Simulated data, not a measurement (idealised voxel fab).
The following process module bears the name voxel wiring stack.
It is cross-section cut that appears here, measuring 195 nm in width, its square cells being 5 nm in size.
Cross-section spec: square-cell grid; bands listed top down; each band is one or more rows. Quick guide to a band line: top height, bottom height (nm) up front; then every material left to right with its width in nm. Only one material and it's marked "full width"? Then it fills the band edge to edge. And "blank" just means empty space. Heads up on the height convention: 0 is the point under which the incoming wafer is all one material, and the lowest band has no bottom, it just keeps going down, like "0..down". Per-row width for "30..40": begins at first number (top row of band), ends at second number (bottom row), increment between rows held constant. "nothing different", as given for a step, is the statement that not any cell of the cross-section underwent a change during that step. In "Trapped void list" the enclosed voids are listed, meaning empty spaces of 8 cells or larger without any opening to the top. The form is width x height at distance, distance from the left edge, units nm. That trailing text on a step's line, after the settings, is the simulator's own remark on the step. "overlay nm", when on a step's line for a step with a mask, measures how far to the right of its planned place the mask lay; a negative measure means to the left.

**Planned process steps**
1: op RECEIVE | material Si
2: op CONFORMAL_DEP | material SiO2 | thk nm 15
3: op CONFORMAL_DEP | material SiN | thk nm 5
4: op DIRECTIONAL_DEP | material SiO2 | thk nm 25
5: op DIRECTIONAL_DEP | material aC | thk nm 10
6: op PATTERN | tone open | mask id METAL_1 | material resist | width nm 25 | pitch nm 45 | thk nm 25 | overlay nm 0
7: op DIRECTIONAL_ETCH | etch materials aC | depth nm 10
8: op STRIP | etch materials resist
9: op DIRECTIONAL_ETCH | etch materials SiO2 | depth nm 25
10: op DIRECTIONAL_ETCH | etch materials SiN | depth nm 5
11: op STRIP | etch materials aC
12: op CONFORMAL_DEP | material TiN | thk nm 5
13: op FILL_DEP | material Ru | thk nm 5
14: op CMP | height nm 45
15: op EPI | material Ru | thk nm 5
16: op FILL_DEP | material SiCN | thk nm 5
17: op DIRECTIONAL_DEP | material SiO2 | thk nm 30
18: op DIRECTIONAL_DEP | material aC | thk nm 15
19: op PATTERN | tone open | mask id METAL_2 | material resist | width nm 25 | pitch nm 45 | thk nm 30 | overlay nm 0
20: op DIRECTIONAL_ETCH | etch materials aC | depth nm 15
21: op STRIP | etch materials resist
22: op DIRECTIONAL_ETCH | etch materials SiO2 | depth nm 15
23: op STRIP | etch materials aC
24: op DIRECTIONAL_DEP | material aC | thk nm 10
25: op PATTERN | tone open | mask id METAL_2_HOLES | material resist | width nm 15 | pitch nm 90 | thk nm 30 | overlay nm 0
26: op DIRECTIONAL_ETCH | etch materials aC | depth nm 10
27: op STRIP | etch materials resist
28: op DIRECTIONAL_ETCH | etch materials SiO2 | depth nm 15
29: op DIRECTIONAL_ETCH | etch materials SiCN | depth nm 5
30: op STRIP | etch materials aC
31: op CONFORMAL_DEP | material TiN | thk nm 5
32: op FILL_DEP | material Cu | thk nm 5
33: op CMP | height nm 85
34: op CONFORMAL_DEP | material SiCN | thk nm 5
35: op DIRECTIONAL_DEP | material lowk | thk nm 10
36: op DIRECTIONAL_DEP | material aC | thk nm 15
37: op PATTERN | tone open | mask id PLUG_2 | material resist | width nm 15 | pitch nm 45 | thk nm 30 | overlay nm 0
38: op DIRECTIONAL_ETCH | etch materials aC | depth nm 15
39: op STRIP | etch materials resist
40: op DIRECTIONAL_ETCH | etch materials lowk | depth nm 10
41: op DIRECTIONAL_ETCH | etch materials SiCN | depth nm 5
42: op STRIP | etch materials aC
43: op CONFORMAL_DEP | material TiN | thk nm 5
44: op FILL_DEP | material Ru | thk nm 10
45: op CMP | height nm 100
46: op DIRECTIONAL_DEP | material TiN | thk nm 5
47: op DIRECTIONAL_DEP | material W | thk nm 15
48: op MASKED_ETCH | tone cover | mask id METAL_3 | width nm 25 | pitch nm 45 | etch materials W | depth nm 15 | overlay nm 0
49: op MASKED_ETCH | tone cover | mask id METAL_3 | width nm 25 | pitch nm 45 | etch materials TiN | depth nm 5 | overlay nm 0
50: op CONFORMAL_DEP | material SiN | thk nm 5
51: op FILL_DEP | material lowk | thk nm 5
52: op CMP | height nm 120
53: op CONFORMAL_DEP | material SiN | thk nm 5

**Account of the first of two wafers, which was processed as intended**

**The cross-section here shows the wafer as received, i.e. in its state after step 1**
* 0..down = Si full width
* Trapped void list: none

**How the wafer stands in section after step 2**
* 15..0 = SiO2 full width
* Everything below 0 is unchanged.

**How the wafer stands in section after step 3**
* 20..15 = SiN full width
* Everything below 15 is unchanged.

**How the wafer stands in section after step 4**
* 45..20 = SiO2 full width
* Everything below 20 is unchanged.

**How the wafer stands in section after step 5**
* 55..45 = aC full width
* Everything below 45 is unchanged.

**How the wafer stands in section after step 6**
* 80..55 = resist 40 / blank 25 / resist 20 / blank 25 / resist 20 / blank 25 / resist 40
* Everything below 55 is unchanged.

**How the wafer stands in section after step 7**
* 70..55 = resist 40 / blank 25 / resist 20 / blank 25 / resist 20 / blank 25 / resist 40
* 55..45 = aC 40 / blank 25 / aC 20 / blank 25 / aC 20 / blank 25 / aC 40
* Everything below 45 is unchanged.

**How the wafer stands in section after step 8**
* 55..45 = aC 40 / blank 25 / aC 20 / blank 25 / aC 20 / blank 25 / aC 40
* Everything below 45 is unchanged.

**How the wafer stands in section after step 9**
* 55..45 = aC 40 / blank 25 / aC 20 / blank 25 / aC 20 / blank 25 / aC 40
* 45..20 = SiO2 40 / blank 25 / SiO2 20 / blank 25 / SiO2 20 / blank 25 / SiO2 40
* Everything below 20 is unchanged.

**How the wafer stands in section after step 10**
* 55..45 = aC 40 / blank 25 / aC 20 / blank 25 / aC 20 / blank 25 / aC 40
* 45..20 = SiO2 40 / blank 25 / SiO2 20 / blank 25 / SiO2 20 / blank 25 / SiO2 40
* 20..15 = SiN 40 / blank 25 / SiN 20 / blank 25 / SiN 20 / blank 25 / SiN 40
* Everything below 15 is unchanged.

**How the wafer stands in section after step 11**
* 45..20 = SiO2 40 / blank 25 / SiO2 20 / blank 25 / SiO2 20 / blank 25 / SiO2 40
* Everything below 20 is unchanged.

**How the wafer stands in section after step 12**
* 50..45 = TiN 45 / blank 15 / TiN 30 / blank 15 / TiN 30 / blank 15 / TiN 45
* 45..20 = SiO2 40 / TiN 5 / blank 15 / TiN 5 / SiO2 20 / TiN 5 / blank 15 / TiN 5 / SiO2 20 / TiN 5 / blank 15 / TiN 5 / SiO2 40
* 20..15 = SiN 40 / TiN 25 / SiN 20 / TiN 25 / SiN 20 / TiN 25 / SiN 40
* Everything below 15 is unchanged.

**How the wafer stands in section after step 13**
* 55..50 = Ru full width
* 50..45 = TiN 45 / Ru 15 / TiN 30 / Ru 15 / TiN 30 / Ru 15 / TiN 45
* 45..20 = SiO2 40 / TiN 5 / Ru 15 / TiN 5 / SiO2 20 / TiN 5 / Ru 15 / TiN 5 / SiO2 20 / TiN 5 / Ru 15 / TiN 5 / SiO2 40
* Everything below 20 is unchanged.

**How the wafer stands in section after step 14**
* 45..20 = SiO2 40 / TiN 5 / Ru 15 / TiN 5 / SiO2 20 / TiN 5 / Ru 15 / TiN 5 / SiO2 20 / TiN 5 / Ru 15 / TiN 5 / SiO2 40
* Everything below 20 is unchanged.

**How the wafer stands in section after step 15**
* 50..45 = blank 35 / Ru 35 / blank 10 / Ru 35 / blank 10 / Ru 35 / blank 35
* Everything below 45 is unchanged.

**How the wafer stands in section after step 16**
* 55..50 = SiCN full width
* 50..45 = SiCN 35 / Ru 35 / SiCN 10 / Ru 35 / SiCN 10 / Ru 35 / SiCN 35
* Everything below 45 is unchanged.

**How the wafer stands in section after step 17**
* 85..55 = SiO2 full width
* Everything below 55 is unchanged.

**How the wafer stands in section after step 18**
* 100..85 = aC full width
* Everything below 85 is unchanged.

**How the wafer stands in section after step 19**
* 130..100 = resist 40 / blank 25 / resist 20 / blank 25 / resist 20 / blank 25 / resist 40
* Everything below 100 is unchanged.

**How the wafer stands in section after step 20**
* 115..100 = resist 40 / blank 25 / resist 20 / blank 25 / resist 20 / blank 25 / resist 40
* 100..85 = aC 40 / blank 25 / aC 20 / blank 25 / aC 20 / blank 25 / aC 40
* Everything below 85 is unchanged.

**How the wafer stands in section after step 21**
* 100..85 = aC 40 / blank 25 / aC 20 / blank 25 / aC 20 / blank 25 / aC 40
* Everything below 85 is unchanged.

**How the wafer stands in section after step 22**
* 100..85 = aC 40 / blank 25 / aC 20 / blank 25 / aC 20 / blank 25 / aC 40
* 85..70 = SiO2 40 / blank 25 / SiO2 20 / blank 25 / SiO2 20 / blank 25 / SiO2 40
* Everything below 70 is unchanged.

**How the wafer stands in section after step 23**
* 85..70 = SiO2 40 / blank 25 / SiO2 20 / blank 25 / SiO2 20 / blank 25 / SiO2 40
* Everything below 70 is unchanged.

**How the wafer stands in section after step 24**
* 95..85 = aC 40 / blank 25 / aC 20 / blank 25 / aC 20 / blank 25 / aC 40
* 85..80 = SiO2 40 / blank 25 / SiO2 20 / blank 25 / SiO2 20 / blank 25 / SiO2 40
* 80..70 = SiO2 40 / aC 25 / SiO2 20 / aC 25 / SiO2 20 / aC 25 / SiO2 40
* Everything below 70 is unchanged.

**How the wafer stands in section after step 25**
* 125..95 = resist 40 / blank 15 / resist 75 / blank 15 / resist 50
* 95..85 = aC 40 / blank 15 / resist 10 / aC 20 / resist 25 / aC 20 / blank 15 / resist 10 / aC 40
* 85..80 = SiO2 40 / blank 15 / resist 10 / SiO2 20 / resist 25 / SiO2 20 / blank 15 / resist 10 / SiO2 40
* Everything below 80 is unchanged.

**How the wafer stands in section after step 26**
* 115..95 = resist 40 / blank 15 / resist 75 / blank 15 / resist 50
* 95..85 = aC 40 / blank 15 / resist 10 / aC 20 / resist 25 / aC 20 / blank 15 / resist 10 / aC 40
* 85..80 = SiO2 40 / blank 15 / resist 10 / SiO2 20 / resist 25 / SiO2 20 / blank 15 / resist 10 / SiO2 40
* 80..70 = SiO2 40 / blank 15 / aC 10 / SiO2 20 / aC 25 / SiO2 20 / blank 15 / aC 10 / SiO2 40
* Everything below 70 is unchanged.

**How the wafer stands in section after step 27**
* 95..85 = aC 40 / blank 25 / aC 20 / blank 25 / aC 20 / blank 25 / aC 40
* 85..80 = SiO2 40 / blank 25 / SiO2 20 / blank 25 / SiO2 20 / blank 25 / SiO2 40
* Everything below 80 is unchanged.

**How the wafer stands in section after step 28**
* 95..85 = aC 40 / blank 25 / aC 20 / blank 25 / aC 20 / blank 25 / aC 40
* 85..80 = SiO2 40 / blank 25 / SiO2 20 / blank 25 / SiO2 20 / blank 25 / SiO2 40
* 80..70 = SiO2 40 / blank 15 / aC 10 / SiO2 20 / aC 25 / SiO2 20 / blank 15 / aC 10 / SiO2 40
* 70..55 = SiO2 40 / blank 15 / SiO2 75 / blank 15 / SiO2 50
* Everything below 55 is unchanged.

**How the wafer stands in section after step 29**
* 95..85 = aC 40 / blank 25 / aC 20 / blank 25 / aC 20 / blank 25 / aC 40
* 85..80 = SiO2 40 / blank 25 / SiO2 20 / blank 25 / SiO2 20 / blank 25 / SiO2 40
* 80..70 = SiO2 40 / blank 15 / aC 10 / SiO2 20 / aC 25 / SiO2 20 / blank 15 / aC 10 / SiO2 40
* 70..55 = SiO2 40 / blank 15 / SiO2 75 / blank 15 / SiO2 50
* 55..50 = SiCN 40 / blank 15 / SiCN 75 / blank 15 / SiCN 50
* Everything below 50 is unchanged.

**How the wafer stands in section after step 30**
* 85..70 = SiO2 40 / blank 25 / SiO2 20 / blank 25 / SiO2 20 / blank 25 / SiO2 40
* Everything below 70 is unchanged.

**How the wafer stands in section after step 31**
* 90..85 = TiN 45 / blank 15 / TiN 30 / blank 15 / TiN 30 / blank 15 / TiN 45
* 85..75 = SiO2 40 / TiN 5 / blank 15 / TiN 5 / SiO2 20 / TiN 5 / blank 15 / TiN 5 / SiO2 20 / TiN 5 / blank 15 / TiN 5 / SiO2 40
* 75..70 = SiO2 40 / TiN 5 / blank 5 / TiN 15 / SiO2 20 / TiN 25 / SiO2 20 / TiN 5 / blank 5 / TiN 15 / SiO2 40
* 70..55 = SiO2 40 / TiN 5 / blank 5 / TiN 5 / SiO2 75 / TiN 5 / blank 5 / TiN 5 / SiO2 50
* 55..50 = SiCN 40 / TiN 15 / SiCN 75 / TiN 15 / SiCN 50
* Everything below 50 is unchanged.

**How the wafer stands in section after step 32**
* 95..90 = Cu full width
* 90..85 = TiN 45 / Cu 15 / TiN 30 / Cu 15 / TiN 30 / Cu 15 / TiN 45
* 85..75 = SiO2 40 / TiN 5 / Cu 15 / TiN 5 / SiO2 20 / TiN 5 / Cu 15 / TiN 5 / SiO2 20 / TiN 5 / Cu 15 / TiN 5 / SiO2 40
* 75..70 = SiO2 40 / TiN 5 / Cu 5 / TiN 15 / SiO2 20 / TiN 25 / SiO2 20 / TiN 5 / Cu 5 / TiN 15 / SiO2 40
* 70..55 = SiO2 40 / TiN 5 / Cu 5 / TiN 5 / SiO2 75 / TiN 5 / Cu 5 / TiN 5 / SiO2 50
* Everything below 55 is unchanged.

**How the wafer stands in section after step 33**
* 85..75 = SiO2 40 / TiN 5 / Cu 15 / TiN 5 / SiO2 20 / TiN 5 / Cu 15 / TiN 5 / SiO2 20 / TiN 5 / Cu 15 / TiN 5 / SiO2 40
* Everything below 75 is unchanged.

**How the wafer stands in section after step 34**
* 90..85 = SiCN full width
* Everything below 85 is unchanged.

**How the wafer stands in section after step 35**
* 100..90 = lowk full width
* Everything below 90 is unchanged.

**How the wafer stands in section after step 36**
* 115..100 = aC full width
* Everything below 100 is unchanged.

**How the wafer stands in section after step 37**
* 145..115 = resist 40 / blank 15 / resist 30 / blank 15 / resist 30 / blank 15 / resist 50
* Everything below 115 is unchanged.

**How the wafer stands in section after step 38**
* 130..115 = resist 40 / blank 15 / resist 30 / blank 15 / resist 30 / blank 15 / resist 50
* 115..100 = aC 40 / blank 15 / aC 30 / blank 15 / aC 30 / blank 15 / aC 50
* Everything below 100 is unchanged.

**How the wafer stands in section after step 39**
* 115..100 = aC 40 / blank 15 / aC 30 / blank 15 / aC 30 / blank 15 / aC 50
* Everything below 100 is unchanged.

**How the wafer stands in section after step 40**
* 115..100 = aC 40 / blank 15 / aC 30 / blank 15 / aC 30 / blank 15 / aC 50
* 100..90 = lowk 40 / blank 15 / lowk 30 / blank 15 / lowk 30 / blank 15 / lowk 50
* Everything below 90 is unchanged.

**How the wafer stands in section after step 41**
* 115..100 = aC 40 / blank 15 / aC 30 / blank 15 / aC 30 / blank 15 / aC 50
* 100..90 = lowk 40 / blank 15 / lowk 30 / blank 15 / lowk 30 / blank 15 / lowk 50
* 90..85 = SiCN 40 / blank 15 / SiCN 30 / blank 15 / SiCN 30 / blank 15 / SiCN 50
* Everything below 85 is unchanged.

**How the wafer stands in section after step 42**
* 100..90 = lowk 40 / blank 15 / lowk 30 / blank 15 / lowk 30 / blank 15 / lowk 50
* Everything below 90 is unchanged.

**How the wafer stands in section after step 43**
* 105..100 = TiN 45 / blank 5 / TiN 40 / blank 5 / TiN 40 / blank 5 / TiN 55
* 100..90 = lowk 40 / TiN 5 / blank 5 / TiN 5 / lowk 30 / TiN 5 / blank 5 / TiN 5 / lowk 30 / TiN 5 / blank 5 / TiN 5 / lowk 50
* 90..85 = SiCN 40 / TiN 15 / SiCN 30 / TiN 15 / SiCN 30 / TiN 15 / SiCN 50
* Everything below 85 is unchanged.

**How the wafer stands in section after step 44**
* 115..105 = Ru full width
* 105..100 = TiN 45 / Ru 5 / TiN 40 / Ru 5 / TiN 40 / Ru 5 / TiN 55
* 100..90 = lowk 40 / TiN 5 / Ru 5 / TiN 5 / lowk 30 / TiN 5 / Ru 5 / TiN 5 / lowk 30 / TiN 5 / Ru 5 / TiN 5 / lowk 50
* Everything below 90 is unchanged.

**How the wafer stands in section after step 45**
* 100..90 = lowk 40 / TiN 5 / Ru 5 / TiN 5 / lowk 30 / TiN 5 / Ru 5 / TiN 5 / lowk 30 / TiN 5 / Ru 5 / TiN 5 / lowk 50
* Everything below 90 is unchanged.

**How the wafer stands in section after step 46**
* 105..100 = TiN full width
* Everything below 100 is unchanged.

**How the wafer stands in section after step 47**
* 120..105 = W full width
* Everything below 105 is unchanged.

**How the wafer stands in section after step 48**
* 120..105 = blank 40 / W 25 / blank 20 / W 25 / blank 20 / W 25 / blank 40
* Everything below 105 is unchanged.

**How the wafer stands in section after step 49**
* 120..105 = blank 40 / W 25 / blank 20 / W 25 / blank 20 / W 25 / blank 40
* 105..100 = blank 40 / TiN 25 / blank 20 / TiN 25 / blank 20 / TiN 25 / blank 40
* Everything below 100 is unchanged.

**How the wafer stands in section after step 50**
* 125..120 = blank 35 / SiN 35 / blank 10 / SiN 35 / blank 10 / SiN 35 / blank 35
* 120..105 = blank 35 / SiN 5 / W 25 / SiN 5 / blank 10 / SiN 5 / W 25 / SiN 5 / blank 10 / SiN 5 / W 25 / SiN 5 / blank 35
* 105..100 = SiN 40 / TiN 25 / SiN 20 / TiN 25 / SiN 20 / TiN 25 / SiN 40
* Everything below 100 is unchanged.

**How the wafer stands in section after step 51**
* 130..125 = lowk full width
* 125..120 = lowk 35 / SiN 35 / lowk 10 / SiN 35 / lowk 10 / SiN 35 / lowk 35
* 120..105 = lowk 35 / SiN 5 / W 25 / SiN 5 / lowk 10 / SiN 5 / W 25 / SiN 5 / lowk 10 / SiN 5 / W 25 / SiN 5 / lowk 35
* Everything below 105 is unchanged.

**How the wafer stands in section after step 52**
* 120..105 = lowk 35 / SiN 5 / W 25 / SiN 5 / lowk 10 / SiN 5 / W 25 / SiN 5 / lowk 10 / SiN 5 / W 25 / SiN 5 / lowk 35
* Everything below 105 is unchanged.

**How the wafer stands in section after step 53**
* 125..120 = SiN full width
* Everything below 120 is unchanged.

**The second wafer: identical to the first at the outset and in its planned sequence, differing only in that one mistake was made during processing; up to and including step 36, its path is the first wafer's path**

**Here is the second wafer in cross-section at the point where step 37 of the plan should have been done**
* 145..115 = resist 45 / blank 15 / resist 30 / blank 15 / resist 30 / blank 15 / resist 45
* Everything below 115 is unchanged.

**Here is the second wafer in cross-section at the point where step 38 of the plan should have been done**
* 130..115 = resist 45 / blank 15 / resist 30 / blank 15 / resist 30 / blank 15 / resist 45
* 115..100 = aC 45 / blank 15 / aC 30 / blank 15 / aC 30 / blank 15 / aC 45
* Everything below 100 is unchanged.

**Here is the second wafer in cross-section at the point where step 39 of the plan should have been done**
* 115..100 = aC 45 / blank 15 / aC 30 / blank 15 / aC 30 / blank 15 / aC 45
* Everything below 100 is unchanged.

**Here is the second wafer in cross-section at the point where step 40 of the plan should have been done**
* 115..100 = aC 45 / blank 15 / aC 30 / blank 15 / aC 30 / blank 15 / aC 45
* 100..90 = lowk 45 / blank 15 / lowk 30 / blank 15 / lowk 30 / blank 15 / lowk 45
* Everything below 90 is unchanged.

**Here is the second wafer in cross-section at the point where step 41 of the plan should have been done**
* 115..100 = aC 45 / blank 15 / aC 30 / blank 15 / aC 30 / blank 15 / aC 45
* 100..90 = lowk 45 / blank 15 / lowk 30 / blank 15 / lowk 30 / blank 15 / lowk 45
* 90..85 = SiCN 45 / blank 15 / SiCN 30 / blank 15 / SiCN 30 / blank 15 / SiCN 45
* Everything below 85 is unchanged.

**Here is the second wafer in cross-section at the point where step 42 of the plan should have been done**
* 100..90 = lowk 45 / blank 15 / lowk 30 / blank 15 / lowk 30 / blank 15 / lowk 45
* Everything below 90 is unchanged.

**Here is the second wafer in cross-section at the point where step 43 of the plan should have been done**
* 105..100 = TiN 50 / blank 5 / TiN 40 / blank 5 / TiN 40 / blank 5 / TiN 50
* 100..90 = lowk 45 / TiN 5 / blank 5 / TiN 5 / lowk 30 / TiN 5 / blank 5 / TiN 5 / lowk 30 / TiN 5 / blank 5 / TiN 5 / lowk 45
* 90..85 = SiCN 45 / TiN 15 / SiCN 30 / TiN 15 / SiCN 30 / TiN 15 / SiCN 45
* Everything below 85 is unchanged.

**Here is the second wafer in cross-section at the point where step 44 of the plan should have been done**
* 115..105 = Ru full width
* 105..100 = TiN 50 / Ru 5 / TiN 40 / Ru 5 / TiN 40 / Ru 5 / TiN 50
* 100..90 = lowk 45 / TiN 5 / Ru 5 / TiN 5 / lowk 30 / TiN 5 / Ru 5 / TiN 5 / lowk 30 / TiN 5 / Ru 5 / TiN 5 / lowk 45
* Everything below 90 is unchanged.

**Here is the second wafer in cross-section at the point where step 45 of the plan should have been done**
* 100..90 = lowk 45 / TiN 5 / Ru 5 / TiN 5 / lowk 30 / TiN 5 / Ru 5 / TiN 5 / lowk 30 / TiN 5 / Ru 5 / TiN 5 / lowk 45
* Everything below 90 is unchanged.

**Here is the second wafer in cross-section at the point where step 46 of the plan should have been done**
* 105..100 = TiN full width
* Everything below 100 is unchanged.

**Here is the second wafer in cross-section at the point where step 47 of the plan should have been done**
* 120..105 = W full width
* Everything below 105 is unchanged.

**Here is the second wafer in cross-section at the point where step 48 of the plan should have been done**
* 120..105 = blank 40 / W 25 / blank 20 / W 25 / blank 20 / W 25 / blank 40
* Everything below 105 is unchanged.

**Here is the second wafer in cross-section at the point where step 49 of the plan should have been done**
* 120..105 = blank 40 / W 25 / blank 20 / W 25 / blank 20 / W 25 / blank 40
* 105..100 = blank 40 / TiN 25 / blank 20 / TiN 25 / blank 20 / TiN 25 / blank 40
* Everything below 100 is unchanged.

**Here is the second wafer in cross-section at the point where step 50 of the plan should have been done**
* 125..120 = blank 35 / SiN 35 / blank 10 / SiN 35 / blank 10 / SiN 35 / blank 35
* 120..105 = blank 35 / SiN 5 / W 25 / SiN 5 / blank 10 / SiN 5 / W 25 / SiN 5 / blank 10 / SiN 5 / W 25 / SiN 5 / blank 35
* 105..100 = SiN 40 / TiN 25 / SiN 20 / TiN 25 / SiN 20 / TiN 25 / SiN 40
* Everything below 100 is unchanged.

**Here is the second wafer in cross-section at the point where step 51 of the plan should have been done**
* 130..125 = lowk full width
* 125..120 = lowk 35 / SiN 35 / lowk 10 / SiN 35 / lowk 10 / SiN 35 / lowk 35
* 120..105 = lowk 35 / SiN 5 / W 25 / SiN 5 / lowk 10 / SiN 5 / W 25 / SiN 5 / lowk 10 / SiN 5 / W 25 / SiN 5 / lowk 35
* Everything below 105 is unchanged.

**Here is the second wafer in cross-section at the point where step 52 of the plan should have been done**
* 120..105 = lowk 35 / SiN 5 / W 25 / SiN 5 / lowk 10 / SiN 5 / W 25 / SiN 5 / lowk 10 / SiN 5 / W 25 / SiN 5 / lowk 35
* Everything below 105 is unchanged.

**Here is the second wafer in cross-section at the point where step 53 of the plan should have been done**
* 125..120 = SiN full width
* Everything below 120 is unchanged.
Against the plan, the run slipped here: step 37 was not run as planned; what actually ran was op PATTERN | tone open | mask id PLUG_2 | material resist | width nm 15 | pitch nm 45 | thk nm 30 | overlay nm 5
So at the finish, the second wafer's got exactly as many cells of each material as the first, just not in the same spots.
